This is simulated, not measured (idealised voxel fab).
You're looking at the process module voxel self aligned vias.
FYI the section here is cut, 220 nm wide, cells are 5 nm squares.
A cross-section is written here as square cells arranged in a grid, and it is given in bands from the top down, each band taking up one or more rows of cells.
For a band, the entry starts with two heights in nm, that of the top and then that of the bottom, and carries on with the band's materials in order from left to right, each alongside its width in nm; the word "everywhere" beside a single material means it fills the band edge to edge, and "blank" means empty space.
Beneath 0, the wafer as received is one material, and that level is where height counting begins. The lowest band goes on downward without a bottom; it is written like "top 0, no bottom".
When a width is written as two numbers, as in "30..40", the first number is the width in the top row of cells of the band and the second is the width in its bottom row, and the width changes by the same amount from each row to the next.
"changes: none" means the step left every cell of the cross-section as it was.
In "Enclosed void entries" the enclosed voids are listed, meaning empty spaces of 8 cells or larger without any opening to the top. The form is width x height at distance, distance from the left edge, units nm.
On a step's line, text after the settings is the simulator commenting on that step.
overlay nm: step with mask; distance mask lay right of planned place; negative value = left of planned place.

-- Steps in the process plan
1,RECEIVE [material Si]
2,CONFORMAL_DEP [material SiO2] [thk nm 15]
3,CONFORMAL_DEP [material SiCN] [thk nm 5]
4,DIRECTIONAL_DEP [material lowk] [thk nm 20]
5,DIRECTIONAL_DEP [material aC] [thk nm 10]
6,PATTERN [tone open] [mask id LINES] [material resist] [width nm 25] [pitch nm 55] [thk nm 25] [overlay nm 0]
7,DIRECTIONAL_ETCH [etch materials aC] [depth nm 10]
8,STRIP [etch materials resist]
9,DIRECTIONAL_ETCH [etch materials lowk] [depth nm 20]
10,STRIP [etch materials aC]
11,CONFORMAL_DEP [material TiN] [thk nm 5]
12,FILL_DEP [material W] [thk nm 10]
13,CMP [height nm 40]
14,SELECTIVE_ETCH [etch materials W Ru TiN] [depth nm 5]
15,FILL_DEP [material SiN] [thk nm 10]
16,CMP [height nm 40]
17,DIRECTIONAL_DEP [material lowk] [thk nm 20]
18,PATTERN [tone open] [mask id VIAS] [material resist] [width nm 35] [pitch nm 110] [thk nm 15] [overlay nm 0]
19,DIRECTIONAL_ETCH [etch materials lowk] [depth nm 20]
20,DIRECTIONAL_ETCH [etch materials SiN] [depth nm 5]
21,STRIP [etch materials resist]
22,CONFORMAL_DEP [material TiN] [thk nm 5]
23,FILL_DEP [material Cu] [thk nm 10]
24,CMP [height nm 60]
25,CONFORMAL_DEP [material SiN] [thk nm 5]

-- As-received wafer cross-section (after step 1)
- top 0, no bottom  Si everywhere
- Enclosed void entries: none

-- first wafer at the end, as planned
- top 65, bottom 60  SiN everywhere
- top 60, bottom 45  35 nm lowk; 5 nm TiN; 25 nm Cu; 5 nm TiN; 75 nm lowk; 5 nm TiN; 25 nm Cu; 5 nm TiN; 40 nm lowk
- top 45, bottom 40  35 nm lowk; 10 nm TiN; 15 nm Cu; 10 nm TiN; 75 nm lowk; 10 nm TiN; 15 nm Cu; 10 nm TiN; 40 nm lowk
- top 40, bottom 35  40 nm lowk; 25 nm TiN; 30 nm lowk; 25 nm SiN; 30 nm lowk; 25 nm TiN; 45 nm lowk
- top 35, bottom 25  40 nm lowk; 5 nm TiN; 15 nm W; 5 nm TiN; 30 nm lowk; 5 nm TiN; 15 nm W; 5 nm TiN; 30 nm lowk; 5 nm TiN; 15 nm W; 5 nm TiN; 45 nm lowk
- top 25, bottom 20  40 nm lowk; 25 nm TiN; 30 nm lowk; 25 nm TiN; 30 nm lowk; 25 nm TiN; 45 nm lowk
- top 20, bottom 15  SiCN everywhere
- top 15, bottom 0  SiO2 everywhere
- top 0, no bottom  Si everywhere
- Enclosed void entries: none

-- Second of two wafers, module complete, sectioned: it shares the first wafer's start and plan but was run with one mistake
- top 65, bottom 60  SiN everywhere
- top 60, bottom 45  35 nm lowk; 5 nm TiN; 25 nm Cu; 5 nm TiN; 75 nm lowk; 5 nm TiN; 25 nm Cu; 5 nm TiN; 40 nm lowk
- top 45, bottom 40  35 nm lowk; 35 nm TiN; 75 nm lowk; 35 nm TiN; 40 nm lowk
- top 40, bottom 35  SiCN everywhere
- top 35, bottom 15  lowk everywhere
- top 15, bottom 0  SiO2 everywhere
- top 0, no bottom  Si everywhere
- Enclosed void entries: none
Plan not followed: steps 3 and 4 of the plan were run in the wrong order, each in the other's place
at the end the second wafer has, in cells: 6 fewer of Cu | 5 fewer of SiN | 31 fewer of TiN | 18 fewer of W | 60 more of lowk
